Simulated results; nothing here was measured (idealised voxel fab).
process module | voxel self aligned vias
cross-section cut | 210 nm wide | cells 5 nm
A cross-section is a grid of square cells, given in bands from the top down. A band is one or more rows of cells.
Each band's line starts with the height of the band's top and of its bottom, in nm. Then come its materials from left to right, each with its width in nm. One material with "throughout" fills the band from edge to edge. "air" is empty space.
Height 0 is the level under which the wafer as received is all one material. The lowest band goes on downwards, as in "0 down".
A width such as "30 to 40" changes by the same amount from each row of cells to the next, from the band's top row to its bottom row.
"no change" after a step means that no cell of the cross-section changed.
closed voids: empty space of 8 cells or more with no open way to the top, each as width x height at its distance from the left edge, in nm
after a step's settings: what the simulator itself notes on the step
overlay nm, on a step with a mask: how far to the right of its planned place the mask lay; to the left if negative
plan
1 op RECEIVE | material Si
2 op CONFORMAL_DEP | material SiO2 | thk nm 15
3 op CONFORMAL_DEP | material SiCN | thk nm 5
4 op DIRECTIONAL_DEP | material lowk | thk nm 25
5 op PATTERN | tone open | mask id LINES | material resist | width nm 25 | pitch nm 50 | thk nm 20 | overlay nm 0
6 op DIRECTIONAL_ETCH | etch materials lowk | depth nm 25
7 op STRIP | etch materials resist
8 op CONFORMAL_DEP | material TiN | thk nm 5
9 op FILL_DEP | material Ru | thk nm 5
10 op CMP | height nm 45
11 op SELECTIVE_ETCH | etch materials W Ru TiN | depth nm 5
12 op FILL_DEP | material SiN | thk nm 10
13 op CMP | height nm 45
14 op DIRECTIONAL_DEP | material lowk | thk nm 15
15 op PATTERN | tone open | mask id VIAS | material resist | width nm 35 | pitch nm 100 | thk nm 20 | overlay nm 0
16 op DIRECTIONAL_ETCH | etch materials lowk | depth nm 15
17 op DIRECTIONAL_ETCH | etch materials SiN | depth nm 5
18 op STRIP | etch materials resist
19 op CONFORMAL_DEP | material TiN | thk nm 5
20 op FILL_DEP | material Ru | thk nm 5
21 op CMP | height nm 60
22 op CONFORMAL_DEP | material SiN | thk nm 5
first wafer, as planned
as received, after step 1
  0 down: Si throughout
  closed voids: none
after step 2
  15 to 0: SiO2 throughout
  below 0: unchanged
after step 3
  20 to 15: SiCN throughout
  below 15: unchanged
after step 4
  45 to 20: lowk throughout
  below 20: unchanged
after step 5
  65 to 45: resist 40 | air 25 | resist 25 | air 25 | resist 25 | air 25 | resist 45
  below 45: unchanged
after step 6
  65 to 45: resist 40 | air 25 | resist 25 | air 25 | resist 25 | air 25 | resist 45
  45 to 20: lowk 40 | air 25 | lowk 25 | air 25 | lowk 25 | air 25 | lowk 45
  below 20: unchanged
after step 7
  45 to 20: lowk 40 | air 25 | lowk 25 | air 25 | lowk 25 | air 25 | lowk 45
  below 20: unchanged
after step 8
  50 to 45: TiN 45 | air 15 | TiN 35 | air 15 | TiN 35 | air 15 | TiN 50
  45 to 25: lowk 40 | TiN 5 | air 15 | TiN 5 | lowk 25 | TiN 5 | air 15 | TiN 5 | lowk 25 | TiN 5 | air 15 | TiN 5 | lowk 45
  25 to 20: lowk 40 | TiN 25 | lowk 25 | TiN 25 | lowk 25 | TiN 25 | lowk 45
  below 20: unchanged
after step 9
  55 to 50: Ru throughout
  50 to 45: TiN 45 | Ru 15 | TiN 35 | Ru 15 | TiN 35 | Ru 15 | TiN 50
  45 to 25: lowk 40 | TiN 5 | Ru 15 | TiN 5 | lowk 25 | TiN 5 | Ru 15 | TiN 5 | lowk 25 | TiN 5 | Ru 15 | TiN 5 | lowk 45
  below 25: unchanged
after step 10
  45 to 25: lowk 40 | TiN 5 | Ru 15 | TiN 5 | lowk 25 | TiN 5 | Ru 15 | TiN 5 | lowk 25 | TiN 5 | Ru 15 | TiN 5 | lowk 45
  below 25: unchanged
after step 11
  45 to 40: lowk 40 | air 25 | lowk 25 | air 25 | lowk 25 | air 25 | lowk 45
  below 40: unchanged
after step 12
  55 to 45: SiN throughout
  45 to 40: lowk 40 | SiN 25 | lowk 25 | SiN 25 | lowk 25 | SiN 25 | lowk 45
  below 40: unchanged
after step 13
  45 to 40: lowk 40 | SiN 25 | lowk 25 | SiN 25 | lowk 25 | SiN 25 | lowk 45
  below 40: unchanged
after step 14
  60 to 45: lowk throughout
  below 45: unchanged
after step 15
  80 to 60: resist 35 | air 35 | resist 65 | air 35 | resist 40
  below 60: unchanged
after step 16
  80 to 60: resist 35 | air 35 | resist 65 | air 35 | resist 40
  60 to 45: lowk 35 | air 35 | lowk 65 | air 35 | lowk 40
  below 45: unchanged
after step 17
  80 to 60: resist 35 | air 35 | resist 65 | air 35 | resist 40
  60 to 45: lowk 35 | air 35 | lowk 65 | air 35 | lowk 40
  45 to 40: lowk 40 | air 25 | lowk 25 | SiN 25 | lowk 25 | air 25 | lowk 45
  below 40: unchanged
after step 18
  60 to 45: lowk 35 | air 35 | lowk 65 | air 35 | lowk 40
  below 45: unchanged
after step 19
  65 to 60: TiN 40 | air 25 | TiN 75 | air 25 | TiN 45
  60 to 50: lowk 35 | TiN 5 | air 25 | TiN 5 | lowk 65 | TiN 5 | air 25 | TiN 5 | lowk 40
  50 to 45: lowk 35 | TiN 10 | air 15 | TiN 10 | lowk 65 | TiN 10 | air 15 | TiN 10 | lowk 40
  45 to 40: lowk 40 | TiN 25 | lowk 25 | SiN 25 | lowk 25 | TiN 25 | lowk 45
  below 40: unchanged
after step 20
  70 to 65: Ru throughout
  65 to 60: TiN 40 | Ru 25 | TiN 75 | Ru 25 | TiN 45
  60 to 50: lowk 35 | TiN 5 | Ru 25 | TiN 5 | lowk 65 | TiN 5 | Ru 25 | TiN 5 | lowk 40
  50 to 45: lowk 35 | TiN 10 | Ru 15 | TiN 10 | lowk 65 | TiN 10 | Ru 15 | TiN 10 | lowk 40
  below 45: unchanged
after step 21
  60 to 50: lowk 35 | TiN 5 | Ru 25 | TiN 5 | lowk 65 | TiN 5 | Ru 25 | TiN 5 | lowk 40
  below 50: unchanged
after step 22
  65 to 60: SiN throughout
  below 60: unchanged
second wafer: like start, like plan, one mistake. Through step 2 it matches the first wafer
when step 3 should have ended
  40 to 15: lowk throughout
  below 15: unchanged
when step 4 should have ended
  45 to 40: SiCN throughout
  below 40: unchanged
when step 5 should have ended
  65 to 45: resist 40 | air 25 | resist 25 | air 25 | resist 25 | air 25 | resist 45
  below 45: unchanged
when step 6 should have ended: no change
when step 7 should have ended
  45 to 40: SiCN throughout
  below 40: unchanged
when step 8 should have ended
  50 to 45: TiN throughout
  below 45: unchanged
when step 9 should have ended
  55 to 50: Ru throughout
  below 50: unchanged
when step 10 should have ended
  45 to 40: SiCN throughout
  below 40: unchanged
when step 11 should have ended: no change
when step 12 should have ended
  55 to 45: SiN throughout
  below 45: unchanged
when step 13 should have ended
  45 to 40: SiCN throughout
  below 40: unchanged
when step 14 should have ended
  60 to 45: lowk throughout
  below 45: unchanged
when step 15 should have ended
  80 to 60: resist 35 | air 35 | resist 65 | air 35 | resist 40
  below 60: unchanged
when step 16 should have ended
  80 to 60: resist 35 | air 35 | resist 65 | air 35 | resist 40
  60 to 45: lowk 35 | air 35 | lowk 65 | air 35 | lowk 40
  below 45: unchanged
when step 17 should have ended: no change
when step 18 should have ended
  60 to 45: lowk 35 | air 35 | lowk 65 | air 35 | lowk 40
  below 45: unchanged
when step 19 should have ended
  65 to 60: TiN 40 | air 25 | TiN 75 | air 25 | TiN 45
  60 to 50: lowk 35 | TiN 5 | air 25 | TiN 5 | lowk 65 | TiN 5 | air 25 | TiN 5 | lowk 40
  50 to 45: lowk 35 | TiN 35 | lowk 65 | TiN 35 | lowk 40
  below 45: unchanged
when step 20 should have ended
  70 to 65: Ru throughout
  65 to 60: TiN 40 | Ru 25 | TiN 75 | Ru 25 | TiN 45
  60 to 50: lowk 35 | TiN 5 | Ru 25 | TiN 5 | lowk 65 | TiN 5 | Ru 25 | TiN 5 | lowk 40
  below 50: unchanged
when step 21 should have ended
  60 to 50: lowk 35 | TiN 5 | Ru 25 | TiN 5 | lowk 65 | TiN 5 | Ru 25 | TiN 5 | lowk 40
  below 50: unchanged
when step 22 should have ended
  65 to 60: SiN throughout
  below 60: unchanged
what went wrong: steps 3 and 4 were swapped
at the end the second wafer has, in cells: 33 fewer of Ru | 5 fewer of SiN | 37 fewer of TiN | 75 more of lowk
